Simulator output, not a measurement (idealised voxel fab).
process module | voxel trench capacitor
cross-section cut | 215 nm wide | cells 5 nm
A cross-section is a grid of square cells, given in bands from the top down. A band is one or more rows of cells.
Each band's line starts with the height of the band's top and of its bottom, in nm. Then come its materials from left to right, each with its width in nm. One material with "throughout" fills the band from edge to edge. "air" is empty space.
Height 0 is the level under which the wafer as received is all one material. The lowest band goes on downwards, as in "0 down".
A width such as "30 to 40" changes by the same amount from each row of cells to the next, from the band's top row to its bottom row.
"no change" after a step means that no cell of the cross-section changed.
closed voids: empty space of 8 cells or more with no open way to the top, each as width x height at its distance from the left edge, in nm
after a step's settings: what the simulator itself notes on the step
overlay nm, on a step with a mask: how far to the right of its planned place the mask lay; to the left if negative
plan
1 op RECEIVE | material Si
2 op CONFORMAL_DEP | material SiN | thk nm 10
3 op MASKED_ETCH | tone open | mask id TRENCH | width nm 30 | pitch nm 45 | etch materials SiN | depth nm 10 | overlay nm 0
4 op MASKED_ETCH | tone open | mask id TRENCH | width nm 30 | pitch nm 45 | etch materials Si | depth nm 25 | overlay nm 0
5 op CONFORMAL_DEP | material Al2O3 | thk nm 5
6 op CONFORMAL_DEP | material TiN | thk nm 5
7 op FILL_DEP | material W | thk nm 5
8 op CMP | height nm 10
varied across the wafers: thk nm of step 5. The plan shows the first wafer's value. All wafers start alike
first wafer as received, after step 1
  0 down: Si throughout
  closed voids: none
each wafer at the end: cells of each material gained (+) or lost (-) since it was received, then its closed voids
thk nm 5 | +54 Al2O3 | -90 Si | +50 SiN | +42 TiN | +30 W | closed voids: none
thk nm 10 | +96 Al2O3 | -90 Si | +50 SiN | +30 TiN | closed voids: none
thk nm 15 | +126 Al2O3 | -90 Si | +50 SiN | closed voids: none
thk nm 20 | +126 Al2O3 | -90 Si | +50 SiN | closed voids: none
